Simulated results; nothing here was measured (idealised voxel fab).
Process module, titled voxel self aligned vias
The cross-section on display is named cut; it measures 255 nm wide, and its cells are 5 nm squares.
Square cells in a grid make up a cross-section in this document, and the grid is given as bands, listed from the top down, each one or more rows of cells. Top, bottom (nm), then materials left to right with widths (nm); lone material tagged "throughout" fills the whole band edge to edge; "blank" = empty space. Height reference: 0 = level under which incoming wafer is all one material. Lowest band: no bottom, runs on downward, e.g. "top 0, no bottom". The width entry "30->40" should be interpreted row by row: the top row of cells in the band takes the first number, the bottom row takes the second number, and the change between adjacent rows is uniform throughout. Key: "nothing was modified" - step with no changed cell in the cross-section. "Unvented internal voids" specifies each empty space that is not open to the top and that occupies no fewer than 8 cells, using the form width x height at distance, the distance measured from the left edge and all three quantities in nm. What comes after the settings on a step's line is commentary from the simulator itself on that step. Among the settings permitted on a step's line is "overlay nm"; applied to a step with a mask, it specifies the extent to which the mask lay to the right of its planned position, whereas a negative figure signifies a position to the left.
Process steps (planned)
step 1: RECEIVE | material Si
step 2: CONFORMAL_DEP | material SiO2 | thk nm 15
step 3: CONFORMAL_DEP | material SiCN | thk nm 5
step 4: DIRECTIONAL_DEP | material SiO2 | thk nm 30
step 5: MASKED_ETCH | tone open | mask id LINES | width nm 25 | pitch nm 65 | etch materials SiO2 | depth nm 30 | overlay nm 0
step 6: CONFORMAL_DEP | material TiN | thk nm 5
step 7: FILL_DEP | material W | thk nm 5
step 8: CMP | height nm 50
step 9: SELECTIVE_ETCH | etch materials W Ru TiN | depth nm 5
step 10: FILL_DEP | material SiN | thk nm 10
step 11: CMP | height nm 50
step 12: DIRECTIONAL_DEP | material SiO2 | thk nm 20
step 13: MASKED_ETCH | tone open | mask id VIAS | width nm 45 | pitch nm 65 | etch materials SiO2 | depth nm 20 | overlay nm 0
step 14: MASKED_ETCH | tone open | mask id VIAS | width nm 45 | pitch nm 65 | etch materials SiN | depth nm 5 | overlay nm 0
step 15: CONFORMAL_DEP | material TiN | thk nm 5
step 16: FILL_DEP | material Cu | thk nm 5
step 17: CMP | height nm 70
step 18: CONFORMAL_DEP | material SiCN | thk nm 5
So this is the incoming wafer in cross-section - it's already been through step 1
> top 0, no bottom | Si throughout
> Unvented internal voids: none
Starting wafer: above. Plan: above. Run: one mistake. Cross-section after the module: below
> top 75, bottom 70 | SiCN throughout
> top 70, bottom 65 | SiN=40, then TiN=45, then SiN=20, then TiN=45, then SiN=20, then TiN=45, then SiN=40
> top 65, bottom 50 | SiN throughout
> top 50, bottom 45 | SiO2=50, then SiN=25, then SiO2=40, then SiN=25, then SiO2=40, then SiN=25, then SiO2=50
> top 45, bottom 25 | SiO2=50, then TiN=5, then W=15, then TiN=5, then SiO2=40, then TiN=5, then W=15, then TiN=5, then SiO2=40, then TiN=5, then W=15, then TiN=5, then SiO2=50
> top 25, bottom 20 | SiO2=50, then TiN=25, then SiO2=40, then TiN=25, then SiO2=40, then TiN=25, then SiO2=50
> top 20, bottom 15 | SiCN throughout
> top 15, bottom 0 | SiO2 throughout
> top 0, no bottom | Si throughout
> Unvented internal voids: none
Deviation from plan: step 12 off recipe, ran as DIRECTIONAL_DEP | material SiN | thk nm 20
